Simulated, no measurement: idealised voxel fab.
Process module under the name voxel fin reveal
Square cells of 5 nm make up the cross-section cut, whose width is 275 nm.
If you're reading a cross-section in this doc, picture square cells in a grid; it comes to you as bands, top ones listed first down to the bottom, and a band can be one or more rows of cells.
It is stipulated that each band's entry specify, in nanometres, the height of the top of the band and then that of its bottom, followed by the materials of the band in left-to-right sequence, each together with its width in nanometres. A single material marked by the word "everywhere" is understood to fill the band from edge to edge; the word "air" is understood to denote empty space.
For the purposes of this specification, 0 denotes the height below which the wafer in its as-received condition is composed wholly of one material, and the lowermost band, lacking a lower limit, extends downward without end, as expressed in "z 0 and below".
A width such as "30..40" changes by the same amount from each row of cells to the next, from the band's top row to its bottom row.
You'll sometimes find "no modifications" written for a step, and that's the way of saying that nowhere in the cross-section did a cell change during that step.
So "Enclosed void list" is basically the list of trapped voids: any empty space of 8 cells or more that can't reach the top through an opening. They're written width x height at distance, the distance being from the left edge, and it's all nm.
after a step's settings: what the simulator itself notes on the step
If you see "overlay nm" on a step's line and that step has a mask, it's telling you how far right of where it was planned the mask ended up; a negative number means it went left instead.

### Process steps foreseen in the plan
| 1 | RECEIVE: material Si |
| 2 | CONFORMAL_DEP: material SiN, thk nm 5 |
| 3 | DIRECTIONAL_DEP: material aC, thk nm 10 |
| 4 | PATTERN: tone cover, mask id FINS, material resist, width nm 15, pitch nm 35, thk nm 25, overlay nm 0 |
| 5 | DIRECTIONAL_ETCH: etch materials aC, depth nm 10 |
| 6 | STRIP: etch materials resist |
| 7 | DIRECTIONAL_ETCH: etch materials SiN, depth nm 5 |
| 8 | DIRECTIONAL_ETCH: etch materials Si, depth nm 35 |
| 9 | STRIP: etch materials aC |
| 10 | FILL_DEP: material SiO2, thk nm 5 |
| 11 | CMP: height nm 5 |
| 12 | SELECTIVE_ETCH: etch materials SiO2, depth nm 15 |
| 13 | STRIP: etch materials SiN |
| 14 | CONFORMAL_DEP: material SiO2, thk nm 5 |

### This is the cross-section of the wafer as we received it, i.e. after step 1
z 0 and below | Si everywhere
Enclosed void list: none

### Result of the module, cross-sectioned: start per above, plan per above, one error in how it was run
z 5 to 0 | air=90, then SiO2=30, then air=5, then SiO2=30, then air=5, then SiO2=30, then air=85
z 0 to -5 | air=90, then SiO2=5, then Si=20, then SiO2=5, then air=5, then SiO2=5, then Si=20, then SiO2=5, then air=5, then SiO2=5, then Si=20, then SiO2=5, then air=85
z -5 to -35 | SiO2=95, then Si=20, then SiO2=15, then Si=20, then SiO2=15, then Si=20, then SiO2=90
z -35 and below | Si everywhere
Enclosed void list: none
The plan and the run diverged here: off-plan run, step 4, actual operation and settings PATTERN: tone cover, mask id FINS, material resist, width nm 20, pitch nm 35, thk nm 25, overlay nm 0
